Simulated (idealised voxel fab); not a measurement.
process module | voxel air gaps
cross-section cut | 180 nm wide | cells 5 nm
A cross-section is a grid of square cells, given in bands from the top down. A band is one or more rows of cells.
Each band's line starts with the height of the band's top and of its bottom, in nm. Then come its materials from left to right, each with its width in nm. One material with "throughout" fills the band from edge to edge. "air" is empty space.
Height 0 is the level under which the wafer as received is all one material. The lowest band goes on downwards, as in "0 down".
A width such as "30 to 40" changes by the same amount from each row of cells to the next, from the band's top row to its bottom row.
"no change" after a step means that no cell of the cross-section changed.
closed voids: empty space of 8 cells or more with no open way to the top, each as width x height at its distance from the left edge, in nm
after a step's settings: what the simulator itself notes on the step
overlay nm, on a step with a mask: how far to the right of its planned place the mask lay; to the left if negative
plan
1 op RECEIVE | material Si
2 op CONFORMAL_DEP | material SiO2 | thk nm 15
3 op CONFORMAL_DEP | material SiN | thk nm 5
4 op DIRECTIONAL_DEP | material SiO2 | thk nm 40
5 op PATTERN | tone open | mask id LINES | material resist | width nm 15 | pitch nm 45 | thk nm 20 | overlay nm 0
6 op DIRECTIONAL_ETCH | etch materials SiO2 | depth nm 40
7 op STRIP | etch materials resist
8 op CONFORMAL_DEP | material TiN | thk nm 5
9 op FILL_DEP | material W | thk nm 5
10 op CMP | height nm 60
11 op EPI | material Ru | thk nm 10
12 op SELECTIVE_ETCH | etch materials SiO2 | depth nm 50
13 op CONFORMAL_DEP | material SiCN | thk nm 5
varied across the wafers: thk nm of step 8. The plan shows the first wafer's value. All wafers start alike
first wafer as received, after step 1
  0 down: Si throughout
  closed voids: none
first wafer at the end, after step 13
  75 to 70: air 20 | SiCN 135 | air 25
  70 to 60: air 20 | SiCN 5 | Ru 35 | SiCN 10 | Ru 35 | SiCN 10 | Ru 35 | SiCN 5 | air 25
  60 to 55: air 20 | SiCN 15 | TiN 5 | W 5 | TiN 5 | SiCN 30 | TiN 5 | W 5 | TiN 5 | SiCN 30 | TiN 5 | W 5 | TiN 5 | SiCN 15 | air 25
  55 to 25: air 30 | SiCN 5 | TiN 5 | W 5 | TiN 5 | SiCN 5 | air 20 | SiCN 5 | TiN 5 | W 5 | TiN 5 | SiCN 5 | air 20 | SiCN 5 | TiN 5 | W 5 | TiN 5 | SiCN 5 | air 35
  25 to 20: SiCN 35 | TiN 15 | SiCN 30 | TiN 15 | SiCN 30 | TiN 15 | SiCN 40
  20 to 15: SiN throughout
  15 to 0: SiO2 throughout
  0 down: Si throughout
  closed voids: 20 x 30 at 55; 20 x 30 at 100
last wafer at the end
  75 to 70: air 20 | SiCN 135 | air 25
  70 to 60: air 20 | SiCN 5 | Ru 35 | SiCN 10 | Ru 35 | SiCN 10 | Ru 35 | SiCN 5 | air 25
  60 to 55: air 20 | SiCN 15 | TiN 15 | SiCN 30 | TiN 15 | SiCN 30 | TiN 15 | SiCN 15 | air 25
  55 to 25: air 30 | SiCN 5 | TiN 15 | SiCN 5 | air 20 | SiCN 5 | TiN 15 | SiCN 5 | air 20 | SiCN 5 | TiN 15 | SiCN 5 | air 35
  25 to 20: SiCN 35 | TiN 15 | SiCN 30 | TiN 15 | SiCN 30 | TiN 15 | SiCN 40
  20 to 15: SiN throughout
  15 to 0: SiO2 throughout
  0 down: Si throughout
  closed voids: 20 x 30 at 55; 20 x 30 at 100
each wafer at the end: cells of each material gained (+) or lost (-) since it was received, then its closed voids
thk nm 5 | +42 Ru | +120 SiCN | +36 SiN | +108 SiO2 | +51 TiN | +21 W | closed voids: 20 x 30 at 55; 20 x 30 at 100
thk nm 10 | +42 Ru | +120 SiCN | +36 SiN | +108 SiO2 | +72 TiN | closed voids: 20 x 30 at 55; 20 x 30 at 100
thk nm 15 | +42 Ru | +120 SiCN | +36 SiN | +108 SiO2 | +72 TiN | closed voids: 20 x 30 at 55; 20 x 30 at 100
thk nm 20 | +42 Ru | +120 SiCN | +36 SiN | +108 SiO2 | +72 TiN | closed voids: 20 x 30 at 55; 20 x 30 at 100
